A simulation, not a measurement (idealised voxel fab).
The process module that follows is named voxel self aligned contacts.
FYI the section here is cut, 230 nm wide, cells are 5 nm squares.
Cross-section, as written here: a square-cell grid given band by band from the top down, where a band holds one or more rows of cells. For a band, the entry starts with two heights in nm, that of the top and then that of the bottom, and carries on with the band's materials in order from left to right, each alongside its width in nm; the word "all across" beside a single material means it fills the band edge to edge, and "air" means empty space. Measure heights from 0. That's the level where, below it, the as-received wafer is all one material. The lowest band is bottomless and extends downward; write it as in "from 0 down". Quick explanation for "30->40": the width changes in equal steps down the rows of cells, from the first number in the band's top row to the second number in its bottom row. A step reported as "nothing altered" is a step in which no cell of the cross-section changed. Under "Sealed cavities" you'll find the enclosed gaps, the ones with no way out to the top, that are 8 cells or bigger; each reads width x height at distance, with distance counted from the left edge, everything in nm. after a step's settings: what the simulator itself notes on the step. Regarding "overlay nm": on a step with a mask, it is the distance the mask lay to the right of its planned place; a negative value places it to the left.
Here's what the planned process steps look like
1: RECEIVE: material Si
2: CONFORMAL_DEP: material SiO2, thk nm 5
3: DIRECTIONAL_DEP: material polySi, thk nm 25
4: DIRECTIONAL_DEP: material SiN, thk nm 20
5: DIRECTIONAL_DEP: material aC, thk nm 15
6: PATTERN: tone cover, mask id GATE, material resist, width nm 30, pitch nm 55, thk nm 30, overlay nm 0
7: DIRECTIONAL_ETCH: etch materials aC, depth nm 15
8: STRIP: etch materials resist
9: DIRECTIONAL_ETCH: etch materials SiN, depth nm 20
10: DIRECTIONAL_ETCH: etch materials polySi, depth nm 25
11: STRIP: etch materials aC
12: CONFORMAL_DEP: material SiN, thk nm 5
13: DIRECTIONAL_ETCH: etch materials SiN, depth nm 5
14: FILL_DEP: material SiO2, thk nm 15
15: CMP: height nm 60
16: DIRECTIONAL_DEP: material aC, thk nm 15
17: PATTERN: tone open, mask id CONTACT, material resist, width nm 35, thk nm 35, overlay nm 0
18: DIRECTIONAL_ETCH: etch materials aC, depth nm 15
19: STRIP: etch materials resist
20: DIRECTIONAL_ETCH: etch materials SiO2, depth nm 60
21: STRIP: etch materials aC
22: CONFORMAL_DEP: material TiN, thk nm 5
23: FILL_DEP: material W, thk nm 5
24: CMP: height nm 60
25: CONFORMAL_DEP: material SiN, thk nm 5
Wafer at receipt (post step 1), cross-section
> from 0 down  Si all across
> Sealed cavities: none
Below is the wafer in cross-section after the module was completed. It began from the starting point shown above and followed the plan shown above, except that one mistake was made while running it
> from 65 to 60  SiN all across
> from 60 to 55  SiO2 (65), SiN (40), TiN (5), W (5), TiN (5), SiN (40), SiO2 (70)
> from 55 to 50  SiO2 (65), SiN (40), TiN (15), SiN (40), SiO2 (70)
> from 50 to 30  SiN all across
> from 30 to 5  polySi all across
> from 5 to 0  SiO2 all across
> from 0 down  Si all across
> Sealed cavities: none
Misprocessing identified: in the plan, step 4 was performed twice
